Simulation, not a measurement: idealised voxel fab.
This section sets out a process module, namely voxel transistor to metal.
Cross-sectional view cut (width: 215 nm; square cell size: 5 nm).
Cross-section spec: square-cell grid; bands listed top down; each band is one or more rows. This entry defines a band. It first specifies the height of the band's top and the height of its bottom in nm, and then specifies the band's materials from left to right, stating each material with its width in nm. The word "full width" identifies a single material that fills the band from edge to edge, while the word "blank" identifies empty space. Counting heights begins at 0, where everything beneath is, in the wafer as received, one material. The lowest band has no bottom; it goes on downwards, as "0 nm and below" shows. Width "30 to 40": first value at the band's top row of cells, second value at its bottom row, equal change from row to row. For the purposes of this document, the phrase "same as before" attached to a step denotes that no cell within the cross-section was modified by that step. Empty spaces without an open route to the top, at least 8 cells in extent, make up the entry "Closed void entries"; each is given as width x height at distance, where the distance is measured from the left edge, and all are in nm. If you see something after the settings on a step's line, that's the simulator's own remark about that step. Each step line may optionally specify "overlay nm", which for a step with a mask gives the rightward distance between the mask's planned place and where it lay, a negative value indicating the leftward direction.

PLAN
step 1: RECEIVE [material Si]
step 2: OXIDIZE [depth nm 5]
step 3: CONFORMAL_DEP [material SiN] [thk nm 15]
step 4: MASKED_ETCH [tone cover] [mask id ACTIVE] [width nm 95] [etch materials SiN] [depth nm 15] [overlay nm -15]
step 5: MASKED_ETCH [tone cover] [mask id ACTIVE] [width nm 95] [etch materials SiO2] [depth nm 5] [overlay nm 0]
step 6: MASKED_ETCH [tone cover] [mask id ACTIVE] [width nm 95] [etch materials Si] [depth nm 35] [overlay nm 0]
step 7: OXIDIZE [depth nm 5]
step 8: FILL_DEP [material SiO2] [thk nm 10]
step 9: CMP [height nm 15]
step 10: SELECTIVE_ETCH [etch materials SiO2] [depth nm 5]
step 11: STRIP [etch materials SiN]
step 12: SELECTIVE_ETCH [etch materials SiO2] [depth nm 5]
step 13: OXIDIZE [depth nm 5]
step 14: DIRECTIONAL_DEP [material polySi] [thk nm 30]
step 15: DIRECTIONAL_DEP [material SiCN] [thk nm 15]
step 16: MASKED_ETCH [tone cover] [mask id GATE] [width nm 15] [etch materials SiCN] [depth nm 25] [overlay nm 0]
step 17: MASKED_ETCH [tone cover] [mask id GATE] [width nm 15] [etch materials polySi] [depth nm 40] [overlay nm 0]
step 18: CONFORMAL_DEP [material SiO2] [thk nm 5]
step 19: DIRECTIONAL_ETCH [etch materials SiO2] [depth nm 5]
step 20: CONFORMAL_DEP [material SiN] [thk nm 5]
step 21: DIRECTIONAL_ETCH [etch materials SiN] [depth nm 5]
step 22: DIRECTIONAL_ETCH [etch materials SiO2] [depth nm 5]
step 23: DIRECTIONAL_ETCH [etch materials Si] [depth nm 15]
step 24: EPI [material SiGe] [thk nm 20]
step 25: FILL_DEP [material SiO2] [thk nm 10]
step 26: CMP [height nm 40]
step 27: DIRECTIONAL_DEP [material SiO2] [thk nm 15]
step 28: MASKED_ETCH [tone open] [mask id CONTACT] [width nm 25] [pitch nm 50] [etch materials SiO2] [depth nm 45] [overlay nm 0]
step 29: CONFORMAL_DEP [material TiN] [thk nm 5]
step 30: FILL_DEP [material Ru] [thk nm 10]
step 31: CMP [height nm 55]
step 32: CONFORMAL_DEP [material SiN] [thk nm 5]
step 33: DIRECTIONAL_DEP [material lowk] [thk nm 15]
step 34: PATTERN [tone open] [mask id METAL_1] [material resist] [width nm 15] [pitch nm 60] [thk nm 20] [overlay nm 0]
step 35: DIRECTIONAL_ETCH [etch materials lowk] [depth nm 15]
step 36: DIRECTIONAL_ETCH [etch materials SiN] [depth nm 5]
step 37: STRIP [etch materials resist]
step 38: CONFORMAL_DEP [material TiN] [thk nm 5]
step 39: FILL_DEP [material W] [thk nm 5]
step 40: CMP [height nm 75]
step 41: EPI [material Ru] [thk nm 5]
step 42: FILL_DEP [material SiCN] [thk nm 5]
Where the wafers of this document differ is in the overlay nm of step 4; they start out the same, and the plan states the value that applied to the first wafer.

AFTER STEP 1, AS RECEIVED: FIRST OF SEVERAL WAFERS, CROSS-SECTION
* 0 nm and below = Si full width
* Closed void entries: none

PER WAFER (ROW), END OF MODULE: DELTA IN CELLS PER MATERIAL SINCE RECEIPT, (+) FOR GAINED, (-) FOR LOST; CLOSED VOIDS AFTER THAT
overlay nm -15 | +46 Ru | -277 Si | +85 SiCN | +59 SiGe | +59 SiN | +564 SiO2 | +60 TiN | +6 W | +111 lowk | +18 polySi | Closed void entries: none
overlay nm -10 | +46 Ru | -284 Si | +85 SiCN | +62 SiGe | +59 SiN | +568 SiO2 | +60 TiN | +6 W | +111 lowk | +18 polySi | Closed void entries: none
overlay nm -5 | +46 Ru | -291 Si | +85 SiCN | +65 SiGe | +59 SiN | +572 SiO2 | +60 TiN | +6 W | +111 lowk | +18 polySi | Closed void entries: none
overlay nm 0 | +46 Ru | -298 Si | +85 SiCN | +64 SiGe | +59 SiN | +580 SiO2 | +60 TiN | +6 W | +111 lowk | +18 polySi | Closed void entries: none
overlay nm 5 | +46 Ru | -291 Si | +85 SiCN | +65 SiGe | +59 SiN | +572 SiO2 | +60 TiN | +6 W | +111 lowk | +18 polySi | Closed void entries: none
overlay nm 10 | +46 Ru | -284 Si | +85 SiCN | +62 SiGe | +59 SiN | +568 SiO2 | +60 TiN | +6 W | +111 lowk | +18 polySi | Closed void entries: none
overlay nm 15 | +46 Ru | -277 Si | +85 SiCN | +59 SiGe | +59 SiN | +564 SiO2 | +60 TiN | +6 W | +111 lowk | +18 polySi | Closed void entries: none
